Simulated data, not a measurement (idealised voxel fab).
process module | voxel transistor to metal
cross-section cut | 270 nm wide | cells 5 nm
A cross-section is a grid of square cells, given in bands from the top down. A band is one or more rows of cells.
Each band's line starts with the height of the band's top and of its bottom, in nm. Then come its materials from left to right, each with its width in nm. One material with "throughout" fills the band from edge to edge. "air" is empty space.
Height 0 is the level under which the wafer as received is all one material. The lowest band goes on downwards, as in "0 down".
A width such as "30 to 40" changes by the same amount from each row of cells to the next, from the band's top row to its bottom row.
"no change" after a step means that no cell of the cross-section changed.
closed voids: empty space of 8 cells or more with no open way to the top, each as width x height at its distance from the left edge, in nm
after a step's settings: what the simulator itself notes on the step
overlay nm, on a step with a mask: how far to the right of its planned place the mask lay; to the left if negative
plan
1 op RECEIVE | material Si
2 op CONFORMAL_DEP | material SiO2 | thk nm 5
3 op CONFORMAL_DEP | material SiN | thk nm 10
4 op PATTERN | tone cover | mask id ACTIVE | material resist | width nm 95 | pitch nm 125 | thk nm 15 | overlay nm 0
5 op DIRECTIONAL_ETCH | etch materials SiN | depth nm 10
6 op DIRECTIONAL_ETCH | etch materials SiO2 | depth nm 5
7 op DIRECTIONAL_ETCH | etch materials Si | depth nm 20
8 op STRIP | etch materials resist
9 op FILL_DEP | material SiO2 | thk nm 15
10 op CMP | height nm 15
11 op SELECTIVE_ETCH | etch materials SiO2 | depth nm 5
12 op STRIP | etch materials SiN
13 op SELECTIVE_ETCH | etch materials SiO2 | depth nm 5
14 op OXIDIZE | depth nm 5
15 op DIRECTIONAL_DEP | material polySi | thk nm 25
16 op DIRECTIONAL_DEP | material SiCN | thk nm 15
17 op PATTERN | tone cover | mask id GATE | material resist | width nm 25 | pitch nm 125 | thk nm 20 | overlay nm -15
18 op DIRECTIONAL_ETCH | etch materials SiCN | depth nm 25
19 op DIRECTIONAL_ETCH | etch materials polySi | depth nm 35
20 op STRIP | etch materials resist
21 op CONFORMAL_DEP | material SiO2 | thk nm 5
22 op DIRECTIONAL_ETCH | etch materials SiO2 | depth nm 5
23 op CONFORMAL_DEP | material SiN | thk nm 5
24 op DIRECTIONAL_ETCH | etch materials SiN | depth nm 5
25 op DIRECTIONAL_ETCH | etch materials SiO2 | depth nm 5
26 op DIRECTIONAL_ETCH | etch materials Si | depth nm 10
27 op EPI | material nSi | thk nm 10
28 op FILL_DEP | material SiO2 | thk nm 10
29 op CMP | height nm 40
30 op DIRECTIONAL_DEP | material SiO2 | thk nm 15
31 op DIRECTIONAL_DEP | material aC | thk nm 10
32 op PATTERN | tone open | mask id CONTACT | material resist | width nm 15 | thk nm 30 | overlay nm 0
33 op DIRECTIONAL_ETCH | etch materials aC | depth nm 10
34 op STRIP | etch materials resist
35 op DIRECTIONAL_ETCH | etch materials SiO2 | depth nm 50
36 op STRIP | etch materials aC
37 op CONFORMAL_DEP | material TiN | thk nm 5
38 op FILL_DEP | material W | thk nm 10
39 op CMP | height nm 55
40 op CONFORMAL_DEP | material SiCN | thk nm 5
41 op DIRECTIONAL_DEP | material SiO2 | thk nm 20
42 op DIRECTIONAL_DEP | material aC | thk nm 15
43 op PATTERN | tone open | mask id METAL_1 | material resist | width nm 15 | thk nm 30 | overlay nm 0
44 op DIRECTIONAL_ETCH | etch materials aC | depth nm 15
45 op STRIP | etch materials resist
46 op DIRECTIONAL_ETCH | etch materials SiO2 | depth nm 20
47 op DIRECTIONAL_ETCH | etch materials SiCN | depth nm 5
48 op STRIP | etch materials aC
49 op CONFORMAL_DEP | material TiN | thk nm 5
50 op FILL_DEP | material Cu | thk nm 5
51 op CMP | height nm 80
52 op EPI | material Ru | thk nm 5
53 op FILL_DEP | material SiCN | thk nm 5
varied across the wafers: overlay nm of step 17. The plan shows the first wafer's value. All wafers start alike
first wafer as received, after step 1
  0 down: Si throughout
  closed voids: none
each wafer at the end: cells of each material gained (+) or lost (-) since it was received, then its closed voids
overlay nm -15 | +16 Cu | +20 Ru | -134 Si | +160 SiCN | +36 SiN | +622 SiO2 | +128 TiN | +22 W | +52 nSi | +50 polySi | closed voids: none
overlay nm -10 | +16 Cu | +20 Ru | -134 Si | +160 SiCN | +36 SiN | +618 SiO2 | +128 TiN | +22 W | +56 nSi | +50 polySi | closed voids: none
overlay nm -5 | +16 Cu | +20 Ru | -134 Si | +160 SiCN | +36 SiN | +600 SiO2 | +128 TiN | +36 W | +60 nSi | +50 polySi | closed voids: none
overlay nm 0 | +16 Cu | +20 Ru | -134 Si | +160 SiCN | +36 SiN | +596 SiO2 | +128 TiN | +36 W | +64 nSi | +50 polySi | closed voids: none
overlay nm 5 | +16 Cu | +20 Ru | -134 Si | +160 SiCN | +36 SiN | +600 SiO2 | +128 TiN | +36 W | +60 nSi | +50 polySi | closed voids: none
overlay nm 10 | +16 Cu | +20 Ru | -134 Si | +160 SiCN | +36 SiN | +618 SiO2 | +128 TiN | +22 W | +56 nSi | +50 polySi | closed voids: none
overlay nm 15 | +16 Cu | +20 Ru | -134 Si | +160 SiCN | +36 SiN | +622 SiO2 | +128 TiN | +22 W | +52 nSi | +50 polySi | closed voids: none
